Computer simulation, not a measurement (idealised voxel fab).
Herein follows the process module entitled voxel released beams.
The cross-section on display is named cut; it measures 260 nm wide, and its cells are 5 nm squares.
Each cross-section below is a grid of square cells, stated as bands in top-down order, with one or more rows of cells making up each band. Read a band's entry like this: the first values are the height of its top and the height of its bottom in nm, and what follows is the sequence of materials from left to right, each with its width in nm. Note that "blank" is empty space, and that a single material marked "throughout" reaches across the band from edge to edge. A quick word on heights: they are counted from 0, and under that level the wafer as it came to us is one material throughout. The lowest band is different from the rest in having no bottom; it simply continues downward, written as in "z 0 and below". Graded width ("30..40"): value in top row of band = first number; value in bottom row = second number; row-to-row change constant. When a step is marked "no change occurred", none of the cells in the cross-section changed during that step. "Sealed internal voids" lists enclosed empty spaces (at least 8 cells, no open path upward to the top), each as width x height at distance from the left edge, in nm. Post-settings text on a step line: simulator's own remark regarding the step. A step's line can hold "overlay nm"; with a mask on that step, the setting says how far right of the planned place the mask lay, while a negative setting says it lay to the left.

Intended process steps:
step 1: RECEIVE | material Si
step 2: CONFORMAL_DEP | material Al2O3 | thk nm 10
step 3: DIRECTIONAL_DEP | material SiO2 | thk nm 20
step 4: MASKED_ETCH | tone open | mask id ANCHOR | width nm 45 | etch materials SiO2 | depth nm 20 | overlay nm 0
step 5: CONFORMAL_DEP | material W | thk nm 15
step 6: MASKED_ETCH | tone cover | mask id BEAM | width nm 95 | etch materials W | depth nm 15 | overlay nm 0
step 7: STRIP | etch materials SiO2

This is the cross-section of the wafer as we received it, i.e. after step 1:
> z 0 and below: Si throughout
> Sealed internal voids: none

The first of the two wafers as seen in cross-section once the module was finished; processing followed the plan:
> z 45 to 30: blank=80, then W=20, then blank=15, then W=60, then blank=85
> z 30 to 25: blank=85, then W=15, then blank=15, then W=15, then blank=130
> z 25 to 10: blank=85, then W=45, then blank=130
> z 10 to 0: Al2O3 throughout
> z 0 and below: Si throughout
> Sealed internal voids: none

So this is wafer number two of the two, cut at the end of the module - it started where the first did and had the same plan, we just got one thing wrong running it:
> z 60 to 45: blank=80, then W=95, then blank=85
> z 45 to 30: W throughout
> z 30 to 10: SiO2=85, then W=45, then SiO2=130
> z 10 to 0: Al2O3 throughout
> z 0 and below: Si throughout
> Sealed internal voids: none
Short version of what went wrong: twice over, step 5 of the plan was run
Final difference in cells, second wafer against first, listed per material as more or fewer: 172 more of SiO2, 168 more of W
